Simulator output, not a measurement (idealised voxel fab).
The following is a process module called voxel capacitor over wiring.
cross-section cut | 200 nm wide | cells 5 nm
In what follows, cross-sections appear as grids of square cells, described through bands that run from the top down, where every band is one or more rows of cells. For a band, the entry starts with two heights in nm, that of the top and then that of the bottom, and carries on with the band's materials in order from left to right, each alongside its width in nm; the word "throughout" beside a single material means it fills the band edge to edge, and "empty" means empty space. The level at which height equals 0 is the one under which the wafer, as it arrives, is entirely one material. No lower edge exists for the bottom band, which continues downward and is notated as in "0 -> down". Top row gets the first number, bottom row gets the second, and each row in between changes by the same step: that is how a band width like "30..40" works. Where a step carries "nothing different", the cross-section came out of it unchanged, cell for cell. "Closed void inventory": empty spaces of 8 cells or more with no open way to the top, each given as width x height at distance, distance from the left edge, all in nm. On a step's line, text after the settings is the simulator commenting on that step. "overlay nm" denotes, for a step that has a mask, the displacement of the mask to the right of its planned place, with negative values corresponding to the left.
PROCESS STEPS FORESEEN IN THE PLAN
| 1 | RECEIVE,material Si |
| 2 | CONFORMAL_DEP,material SiO2,thk nm 15 |
| 3 | CONFORMAL_DEP,material SiCN,thk nm 5 |
| 4 | DIRECTIONAL_DEP,material SiO2,thk nm 20 |
| 5 | DIRECTIONAL_DEP,material aC,thk nm 15 |
| 6 | PATTERN,tone open,mask id METAL_1,material resist,width nm 25,pitch nm 90,thk nm 35,overlay nm 0 |
| 7 | DIRECTIONAL_ETCH,etch materials aC,depth nm 15 |
| 8 | STRIP,etch materials resist |
| 9 | DIRECTIONAL_ETCH,etch materials SiO2,depth nm 20 |
| 10 | DIRECTIONAL_ETCH,etch materials SiCN,depth nm 5 |
| 11 | STRIP,etch materials aC |
| 12 | CONFORMAL_DEP,material TiN,thk nm 5 |
| 13 | FILL_DEP,material Cu,thk nm 10 |
| 14 | CMP,height nm 40 |
| 15 | EPI,material Ru,thk nm 5 |
| 16 | FILL_DEP,material SiCN,thk nm 5 |
| 17 | DIRECTIONAL_DEP,material lowk,thk nm 10 |
| 18 | PATTERN,tone open,mask id PLUG_1,material resist,width nm 15,thk nm 20,overlay nm 0 |
| 19 | DIRECTIONAL_ETCH,etch materials lowk,depth nm 10 |
| 20 | DIRECTIONAL_ETCH,etch materials SiCN,depth nm 5 |
| 21 | STRIP,etch materials resist |
| 22 | EPI,material Ru,thk nm 10 |
| 23 | EPI,material Ru,thk nm 5 |
| 24 | DIRECTIONAL_DEP,material TiN,thk nm 10 |
| 25 | DIRECTIONAL_DEP,material HfO2,thk nm 5 |
| 26 | DIRECTIONAL_DEP,material TiN,thk nm 5 |
| 27 | DIRECTIONAL_DEP,material aC,thk nm 10 |
| 28 | PATTERN,tone cover,mask id UPPER_PLATE,material resist,width nm 70,thk nm 25,overlay nm 0 |
| 29 | DIRECTIONAL_ETCH,etch materials aC,depth nm 10 |
| 30 | STRIP,etch materials resist |
| 31 | DIRECTIONAL_ETCH,etch materials TiN,depth nm 5 |
| 32 | DIRECTIONAL_ETCH,etch materials HfO2,depth nm 5 |
| 33 | STRIP,etch materials aC |
| 34 | PATTERN,tone cover,mask id LOWER_PLATE,material resist,width nm 80,thk nm 15,overlay nm 0 |
| 35 | DIRECTIONAL_ETCH,etch materials TiN,depth nm 10 |
| 36 | STRIP,etch materials resist |
| 37 | FILL_DEP,material SiO2,thk nm 20 |
| 38 | CMP,height nm 95 |
| 39 | DIRECTIONAL_DEP,material aC,thk nm 15 |
| 40 | PATTERN,tone open,mask id PLUG_2,material resist,width nm 15,thk nm 30,overlay nm 0 |
| 41 | DIRECTIONAL_ETCH,etch materials aC,depth nm 15 |
| 42 | STRIP,etch materials resist |
| 43 | DIRECTIONAL_ETCH,etch materials SiO2,depth nm 15 |
| 44 | STRIP,etch materials aC |
| 45 | CONFORMAL_DEP,material TiN,thk nm 5 |
| 46 | FILL_DEP,material Ru,thk nm 5 |
| 47 | CMP,height nm 95 |
| 48 | CONFORMAL_DEP,material SiCN,thk nm 5 |
SHOWN IN CROSS-SECTION IS THE WAFER AS RECEIVED, THAT IS, AS IT STANDS AFTER STEP 1
  0 -> down: Si throughout
  Closed void inventory: none
SAME STARTING WAFER, SAME PLAN AS ABOVE, ONE MISTAKE IN THE EXECUTION; THIS IS THE CROSS-SECTION AT THE END OF THE MODULE
  100 -> 95: SiCN throughout
  95 -> 85: SiO2 (60)  TiN (5)  Ru (5)  TiN (5)  SiO2 (125)
  85 -> 75: SiO2 (60..50)  TiN (15..70)  SiO2 (125..80)
  75 -> 70: SiO2 (50)  HfO2 (70)  SiO2 (80)
  70 -> 60: SiO2 (45)  TiN (80)  SiO2 (75)
  60 -> 50: lowk (50)  Ru (15)  lowk (135)
  50 -> 45: SiCN (50)  Ru (15)  SiCN (135)
  45 -> 40: Ru throughout
  40 -> 35: TiN (45)  Cu (15)  TiN (75)  Cu (15)  TiN (50)
  35 -> 20: SiO2 (40)  TiN (5)  Cu (15)  TiN (5)  SiO2 (65)  TiN (5)  Cu (15)  TiN (5)  SiO2 (45)
  20 -> 15: SiCN (40)  TiN (25)  SiCN (65)  TiN (25)  SiCN (45)
  15 -> 0: SiO2 throughout
  0 -> down: Si throughout
  Closed void inventory: none
Deviation from plan: the process deviated at step 4: the operation and settings actually run there were DIRECTIONAL_DEP,material SiO2,thk nm 15
